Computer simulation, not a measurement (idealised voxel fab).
The document below concerns the process module designated voxel spacer lines.
Square cells of 5 nm make up the cross-section cut, whose width is 260 nm.
The cross-sections in this document take the form of a grid made of square cells. They are written out as bands, in order from top to bottom. Each band consists of one or more rows of cells.
Look at the band entry: it leads with the top's height and the bottom's height in nm. Then it lists the materials left to right, with a width in nm for each. The word "edge to edge" on a single material says that material fills the band edge to edge. The word "empty" is empty space.
Counting heights begins at 0, where everything beneath is, in the wafer as received, one material. The lowest band has no bottom; it goes on downwards, as "0 and below" shows.
The expression "30->40" gives the width at the extremes of the band, the first number at its top row of cells and the second at its bottom row, with the width changing by equal amounts from each row to the next in between.
"no change" (step): cross-section cells unchanged, all of them.
The label "Closed cavity list" introduces a list of the empty spaces, 8 cells or larger, that have no open way up to the top; each entry in it reads width x height at distance, where the distance is taken from the left edge and all three are stated in nm.
Post-settings text on a step line: simulator's own remark regarding the step.
overlay nm: how far to the right of its planned place the mask lay on this masked step (negative: to the left).
Planned process steps:
1) RECEIVE (material Si)
2) CONFORMAL_DEP (material SiO2; thk nm 5)
3) DIRECTIONAL_DEP (material TiN; thk nm 15)
4) DIRECTIONAL_DEP (material aC; thk nm 25)
5) PATTERN (tone cover; mask id MANDREL; material resist; width nm 15; pitch nm 80; thk nm 35; overlay nm 0)
6) DIRECTIONAL_ETCH (etch materials aC; depth nm 25)
7) STRIP (etch materials resist)
8) CONFORMAL_DEP (material SiN; thk nm 15)
9) DIRECTIONAL_ETCH (etch materials SiN; depth nm 15)
10) STRIP (etch materials aC)
11) DIRECTIONAL_ETCH (etch materials TiN; depth nm 15)
12) STRIP (etch materials SiN)
The wafers in this document start out alike and differ in the width nm applied at step 5; the plan shows the value used for the first wafer.
First of several wafers, received after step 1, in cross-section:
  0 and below: Si edge to edge
  Closed cavity list: none
Where each wafer stands at the end of the module, a row apiece: cells of each material gained (+) or lost (-) since it was received, then closed voids:
width nm 15 | +52 SiO2 | +54 TiN | Closed cavity list: none
width nm 20 | +52 SiO2 | +54 TiN | Closed cavity list: none
width nm 25 | +52 SiO2 | +54 TiN | Closed cavity list: none
width nm 30 | +52 SiO2 | +54 TiN | Closed cavity list: none
width nm 35 | +52 SiO2 | +54 TiN | Closed cavity list: none
width nm 40 | +52 SiO2 | +54 TiN | Closed cavity list: none
